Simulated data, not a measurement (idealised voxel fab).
Name of the process module below: voxel wiring stack
Section shown: cut. Width: 165 nm. Cell size: 5 nm, square.
If you're reading a cross-section in this doc, picture square cells in a grid; it comes to you as bands, top ones listed first down to the bottom, and a band can be one or more rows of cells. For a band, the entry starts with two heights in nm, that of the top and then that of the bottom, and carries on with the band's materials in order from left to right, each alongside its width in nm; the word "throughout" beside a single material means it fills the band edge to edge, and "blank" means empty space. Height 0 is the level under which the wafer as received is all one material. The lowest band goes on downwards, as in "0 nm and below". With a width like "30->40", each row of cells in the band differs from the next by the same amount, the top row carrying the first number and the bottom row the second. Key: "no change occurred" - step with no changed cell in the cross-section. Any empty space of 8 cells or more lacking an open way to the top shows up in "Enclosed voids" as width x height at distance, distance from the left edge, in nm. after a step's settings: what the simulator itself notes on the step. overlay nm: for a step with a mask, the amount by which the mask lay right of where it was planned; a negative amount means left of it.
Set out below are the planned steps of the process
step 1: RECEIVE | material Si
step 2: CONFORMAL_DEP | material SiO2 | thk nm 10
step 3: DIRECTIONAL_DEP | material TiN | thk nm 5
step 4: DIRECTIONAL_DEP | material W | thk nm 25
step 5: DIRECTIONAL_DEP | material aC | thk nm 10
step 6: PATTERN | tone cover | mask id METAL_1 | material resist | width nm 20 | pitch nm 35 | thk nm 25 | overlay nm 0
step 7: DIRECTIONAL_ETCH | etch materials aC | depth nm 10
step 8: STRIP | etch materials resist
step 9: DIRECTIONAL_ETCH | etch materials W | depth nm 25
step 10: DIRECTIONAL_ETCH | etch materials TiN | depth nm 5
step 11: STRIP | etch materials aC
step 12: CONFORMAL_DEP | material SiN | thk nm 5
step 13: FILL_DEP | material lowk | thk nm 10
step 14: CMP | height nm 40
step 15: CONFORMAL_DEP | material SiCN | thk nm 5
step 16: DIRECTIONAL_DEP | material SiO2 | thk nm 15
step 17: PATTERN | tone open | mask id PLUG_1 | material resist | width nm 15 | pitch nm 70 | thk nm 15 | overlay nm 0
step 18: DIRECTIONAL_ETCH | etch materials SiO2 | depth nm 15
step 19: DIRECTIONAL_ETCH | etch materials SiCN | depth nm 5
step 20: STRIP | etch materials resist
step 21: CONFORMAL_DEP | material TiN | thk nm 5
step 22: FILL_DEP | material Cu | thk nm 5
step 23: CMP | height nm 60
step 24: DIRECTIONAL_DEP | material TiN | thk nm 5
step 25: DIRECTIONAL_DEP | material Ru | thk nm 25
step 26: PATTERN | tone cover | mask id METAL_2 | material resist | width nm 20 | pitch nm 35 | thk nm 20 | overlay nm 0
step 27: DIRECTIONAL_ETCH | etch materials Ru | depth nm 25
step 28: DIRECTIONAL_ETCH | etch materials TiN | depth nm 5
step 29: STRIP | etch materials resist
step 30: FILL_DEP | material SiO2 | thk nm 5
step 31: CMP | height nm 90
step 32: CONFORMAL_DEP | material SiN | thk nm 5
This is the cross-section of the wafer as we received it, i.e. after step 1
    0 nm and below: Si throughout
    Enclosed voids: none
Cross-section, first of two wafers, end of module, run as planned
    95 nm to 90 nm: SiN throughout
    90 nm to 65 nm: SiO2 20 nm, then Ru 20 nm, then SiO2 15 nm, then Ru 20 nm, then SiO2 15 nm, then Ru 20 nm, then SiO2 15 nm, then Ru 20 nm, then SiO2 20 nm
    65 nm to 60 nm: SiO2 20 nm, then TiN 20 nm, then SiO2 15 nm, then TiN 20 nm, then SiO2 15 nm, then TiN 20 nm, then SiO2 15 nm, then TiN 20 nm, then SiO2 20 nm
    60 nm to 45 nm: SiO2 20 nm, then TiN 5 nm, then Cu 5 nm, then TiN 5 nm, then SiO2 55 nm, then TiN 5 nm, then Cu 5 nm, then TiN 5 nm, then SiO2 60 nm
    45 nm to 40 nm: SiCN 20 nm, then TiN 15 nm, then SiCN 55 nm, then TiN 15 nm, then SiCN 60 nm
    40 nm to 15 nm: lowk 15 nm, then SiN 5 nm, then W 20 nm, then SiN 5 nm, then lowk 5 nm, then SiN 5 nm, then W 20 nm, then SiN 5 nm, then lowk 5 nm, then SiN 5 nm, then W 20 nm, then SiN 5 nm, then lowk 5 nm, then SiN 5 nm, then W 20 nm, then SiN 5 nm, then lowk 15 nm
    15 nm to 10 nm: SiN 20 nm, then TiN 20 nm, then SiN 15 nm, then TiN 20 nm, then SiN 15 nm, then TiN 20 nm, then SiN 15 nm, then TiN 20 nm, then SiN 20 nm
    10 nm to 0 nm: SiO2 throughout
    0 nm and below: Si throughout
    Enclosed voids: none
Cross-sectional view of the second of two wafers upon completion of the module. This wafer shared its starting condition and process plan with the first; one error was made during its execution
    95 nm to 90 nm: SiN throughout
    90 nm to 65 nm: SiO2 20 nm, then Ru 20 nm, then SiO2 15 nm, then Ru 20 nm, then SiO2 15 nm, then Ru 20 nm, then SiO2 15 nm, then Ru 20 nm, then SiO2 20 nm
    65 nm to 60 nm: SiO2 20 nm, then TiN 20 nm, then SiO2 15 nm, then TiN 20 nm, then SiO2 15 nm, then TiN 20 nm, then SiO2 15 nm, then TiN 20 nm, then SiO2 20 nm
    60 nm to 45 nm: SiO2 20 nm, then aC 5 nm, then Cu 5 nm, then aC 5 nm, then SiO2 55 nm, then aC 5 nm, then Cu 5 nm, then aC 5 nm, then SiO2 60 nm
    45 nm to 40 nm: SiCN 20 nm, then aC 15 nm, then SiCN 55 nm, then aC 15 nm, then SiCN 60 nm
    40 nm to 15 nm: lowk 15 nm, then SiN 5 nm, then W 20 nm, then SiN 5 nm, then lowk 5 nm, then SiN 5 nm, then W 20 nm, then SiN 5 nm, then lowk 5 nm, then SiN 5 nm, then W 20 nm, then SiN 5 nm, then lowk 5 nm, then SiN 5 nm, then W 20 nm, then SiN 5 nm, then lowk 15 nm
    15 nm to 10 nm: SiN 20 nm, then TiN 20 nm, then SiN 15 nm, then TiN 20 nm, then SiN 15 nm, then TiN 20 nm, then SiN 15 nm, then TiN 20 nm, then SiN 20 nm
    10 nm to 0 nm: SiO2 throughout
    0 nm and below: Si throughout
    Enclosed voids: none
Error vs. plan: step 21 ran with different settings than intended, the actual operation and settings being CONFORMAL_DEP | material aC | thk nm 5
In the final state, the cell counts of the second wafer exceed or fall short of those of the first for the following materials: 18 fewer of TiN | 18 more of aC
